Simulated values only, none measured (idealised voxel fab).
Process module in this document: voxel self aligned vias
Each square cell in cross-section cut measures 5 nm, and the section as a whole is 295 nm wide.
A cross-section is a grid of square cells, given in bands from the top down. A band is one or more rows of cells. Quick guide to a band line: top height, bottom height (nm) up front; then every material left to right with its width in nm. Only one material and it's marked "everywhere"? Then it fills the band edge to edge. And "air" just means empty space. Height 0 is the level under which the wafer as received is all one material. The lowest band goes on downwards, as in "z 0 and below". The expression "30 to 40" gives the width at the extremes of the band, the first number at its top row of cells and the second at its bottom row, with the width changing by equal amounts from each row to the next in between. Step marked "stayed the same"? Then no cell in the cross-section changed in it. Heads up: "Cavities, closed" only lists the empty pockets with no open path to the top that are 8 cells or more, and it writes them as width x height at distance, distance from the left edge, in nm. Text after the settings on a step's line: the simulator's own remark on that step. The line of a step may include "overlay nm". On a step with a mask, this value is how far to the right of its planned place the mask lay. A negative value means the mask lay to the left.

## Process steps foreseen in the plan
step 1: RECEIVE: material Si
step 2: CONFORMAL_DEP: material SiO2, thk nm 10
step 3: CONFORMAL_DEP: material SiCN, thk nm 5
step 4: DIRECTIONAL_DEP: material lowk, thk nm 25
step 5: DIRECTIONAL_DEP: material aC, thk nm 10
step 6: PATTERN: tone open, mask id LINES, material resist, width nm 25, pitch nm 50, thk nm 30, overlay nm 0
step 7: DIRECTIONAL_ETCH: etch materials aC, depth nm 10
step 8: STRIP: etch materials resist
step 9: DIRECTIONAL_ETCH: etch materials lowk, depth nm 25
step 10: STRIP: etch materials aC
step 11: CONFORMAL_DEP: material TiN, thk nm 5
step 12: FILL_DEP: material Ru, thk nm 5
step 13: CMP: height nm 40
step 14: SELECTIVE_ETCH: etch materials W Ru TiN, depth nm 5
step 15: FILL_DEP: material SiN, thk nm 10
step 16: CMP: height nm 40
step 17: DIRECTIONAL_DEP: material lowk, thk nm 15
step 18: PATTERN: tone open, mask id VIAS, material resist, width nm 35, thk nm 15, overlay nm 0
step 19: DIRECTIONAL_ETCH: etch materials lowk, depth nm 15
step 20: DIRECTIONAL_ETCH: etch materials SiN, depth nm 5
step 21: STRIP: etch materials resist
step 22: CONFORMAL_DEP: material TiN, thk nm 5
step 23: FILL_DEP: material Cu, thk nm 10
step 24: CMP: height nm 55
step 25: CONFORMAL_DEP: material SiCN, thk nm 5

## Cross-section of the incoming wafer, state after step 1
z 0 and below | Si everywhere
Cavities, closed: none

## Cross-sectional view of the first of the two wafers upon completion of the module, processed in accordance with the plan
z 60 to 55 | SiCN everywhere
z 55 to 45 | lowk (105) | TiN (5) | Cu (25) | TiN (5) | lowk (155)
z 45 to 40 | lowk (105) | TiN (10) | Cu (15) | TiN (10) | lowk (155)
z 40 to 35 | lowk (110) | TiN (25) | lowk (25) | SiN (25) | lowk (110)
z 35 to 20 | lowk (110) | TiN (5) | Ru (15) | TiN (5) | lowk (25) | TiN (5) | Ru (15) | TiN (5) | lowk (110)
z 20 to 15 | lowk (110) | TiN (25) | lowk (25) | TiN (25) | lowk (110)
z 15 to 10 | SiCN everywhere
z 10 to 0 | SiO2 everywhere
z 0 and below | Si everywhere
Cavities, closed: none

## Second wafer cross-section at end of module - shared start and plan with the first, one mistake in the run
z 60 to 55 | SiCN everywhere
z 55 to 45 | lowk (105) | TiN (5) | Cu (25) | TiN (5) | lowk (155)
z 45 to 40 | lowk (105) | TiN (10) | Cu (15) | TiN (10) | lowk (155)
z 40 to 35 | lowk (110) | TiN (25) | lowk (25) | SiN (25) | lowk (110)
z 35 to 30 | lowk (110) | TiN (5) | Ru (15) | TiN (5) | lowk (25) | TiN (5) | Ru (15) | TiN (5) | lowk (110)
z 30 to 25 | lowk (110) | TiN (25) | lowk (25) | TiN (25) | lowk (110)
z 25 to 10 | SiCN everywhere
z 10 to 0 | SiO2 everywhere
z 0 and below | Si everywhere
Cavities, closed: none
The mistake made against the process plan was this: step 3 deviated from plan and actually ran as CONFORMAL_DEP: material SiCN, thk nm 15
Count the cells at the end and the second wafer has more or fewer of some materials than the first: Ru: 12 fewer; SiCN: 118 more; TiN: 8 fewer; lowk: 98 fewer
